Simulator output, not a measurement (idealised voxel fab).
process module | voxel transistor to metal
cross-section cut | 140 nm wide | cells 5 nm
A cross-section is a grid of square cells, given in bands from the top down. A band is one or more rows of cells.
Each band's line starts with the height of the band's top and of its bottom, in nm. Then come its materials from left to right, each with its width in nm. One material with "throughout" fills the band from edge to edge. "air" is empty space.
Height 0 is the level under which the wafer as received is all one material. The lowest band goes on downwards, as in "0 down".
A width such as "30 to 40" changes by the same amount from each row of cells to the next, from the band's top row to its bottom row.
"no change" after a step means that no cell of the cross-section changed.
closed voids: empty space of 8 cells or more with no open way to the top, each as width x height at its distance from the left edge, in nm
after a step's settings: what the simulator itself notes on the step
overlay nm, on a step with a mask: how far to the right of its planned place the mask lay; to the left if negative
plan
1 op RECEIVE | material Si
2 op CONFORMAL_DEP | material SiO2 | thk nm 5
3 op CONFORMAL_DEP | material SiN | thk nm 15
4 op PATTERN | tone cover | mask id ACTIVE | material resist | width nm 105 | thk nm 20 | overlay nm 0
5 op DIRECTIONAL_ETCH | etch materials SiN | depth nm 15
6 op DIRECTIONAL_ETCH | etch materials SiO2 | depth nm 5
7 op DIRECTIONAL_ETCH | etch materials Si | depth nm 30
8 op STRIP | etch materials resist
9 op FILL_DEP | material SiO2 | thk nm 5
10 op CMP | height nm 20
11 op SELECTIVE_ETCH | etch materials SiO2 | depth nm 5
12 op STRIP | etch materials SiN
13 op SELECTIVE_ETCH | etch materials SiO2 | depth nm 5
14 op OXIDIZE | depth nm 5
15 op DIRECTIONAL_DEP | material polySi | thk nm 25
16 op DIRECTIONAL_DEP | material SiCN | thk nm 10
17 op DIRECTIONAL_DEP | material aC | thk nm 15
18 op PATTERN | tone cover | mask id GATE | material resist | width nm 15 | thk nm 30 | overlay nm 0
19 op DIRECTIONAL_ETCH | etch materials aC | depth nm 15
20 op STRIP | etch materials resist
21 op DIRECTIONAL_ETCH | etch materials SiCN | depth nm 20
22 op DIRECTIONAL_ETCH | etch materials polySi | depth nm 35
23 op STRIP | etch materials aC
24 op CONFORMAL_DEP | material SiN | thk nm 10
25 op DIRECTIONAL_ETCH | etch materials SiN | depth nm 10
26 op DIRECTIONAL_ETCH | etch materials SiO2 | depth nm 5
27 op EPI | material pSi | thk nm 5
28 op FILL_DEP | material SiO2 | thk nm 5
29 op CMP | height nm 35
30 op DIRECTIONAL_DEP | material SiO2 | thk nm 10
31 op DIRECTIONAL_DEP | material aC | thk nm 15
32 op PATTERN | tone open | mask id CONTACT | material resist | width nm 20 | pitch nm 65 | thk nm 30 | overlay nm 0
33 op DIRECTIONAL_ETCH | etch materials aC | depth nm 15
34 op STRIP | etch materials resist
35 op DIRECTIONAL_ETCH | etch materials SiO2 | depth nm 45
36 op STRIP | etch materials aC
37 op CONFORMAL_DEP | material TiN | thk nm 5
38 op FILL_DEP | material W | thk nm 5
39 op CMP | height nm 45
40 op DIRECTIONAL_DEP | material TiN | thk nm 5
41 op DIRECTIONAL_DEP | material W | thk nm 20
42 op MASKED_ETCH | tone cover | mask id METAL_1 | width nm 20 | pitch nm 65 | etch materials W | depth nm 20 | overlay nm 0
43 op MASKED_ETCH | tone cover | mask id METAL_1 | width nm 20 | pitch nm 65 | etch materials TiN | depth nm 5 | overlay nm 0
44 op CONFORMAL_DEP | material SiCN | thk nm 5
45 op FILL_DEP | material SiO2 | thk nm 10
46 op CMP | height nm 70
47 op CONFORMAL_DEP | material SiCN | thk nm 5
as received, after step 1
  0 down: Si throughout
  closed voids: none
a wafer at the end: this start, this plan, one mistake
  75 to 70: SiCN throughout
  70 to 50: SiO2 20 | SiCN 5 | W 20 | SiCN 5 | SiO2 35 | SiCN 5 | W 20 | SiCN 5 | SiO2 25
  50 to 45: SiCN 25 | TiN 20 | SiCN 45 | TiN 20 | SiCN 30
  45 to 35: SiO2 25 | TiN 5 | W 10 | TiN 5 | SiO2 45 | TiN 5 | W 10 | TiN 5 | SiO2 30
  35 to 25: SiO2 25 | TiN 5 | W 10 | TiN 5 | SiO2 5 | SiN 10 | SiCN 15 | SiN 10 | SiO2 5 | TiN 5 | W 10 | TiN 5 | SiO2 30
  25 to 10: SiO2 25 | TiN 5 | W 10 | TiN 5 | SiO2 5 | SiN 10 | polySi 15 | SiN 10 | SiO2 5 | TiN 5 | W 10 | TiN 5 | SiO2 30
  10 to 5: SiO2 10 | SiN 10 | SiO2 5 | TiN 5 | W 10 | TiN 5 | SiO2 5 | SiN 10 | polySi 15 | SiN 10 | SiO2 5 | TiN 5 | W 10 | TiN 5 | SiO2 5 | SiN 10 | SiO2 15
  5 to 0: SiO2 10 | SiN 10 | SiO2 5 | TiN 20 | SiO2 5 | SiN 10 | polySi 15 | SiN 10 | SiO2 5 | TiN 20 | SiO2 5 | SiN 10 | SiO2 15
  0 to -5: SiO2 10 | SiN 5 | SiO2 5 | pSi 30 | SiO2 35 | pSi 30 | SiO2 5 | SiN 5 | SiO2 15
  -5 to -10: SiO2 20 | Si 95 | SiO2 25
  -10 to -30: SiO2 15 | Si 105 | SiO2 20
  -30 down: Si throughout
  closed voids: none
what went wrong: step 2 was left out
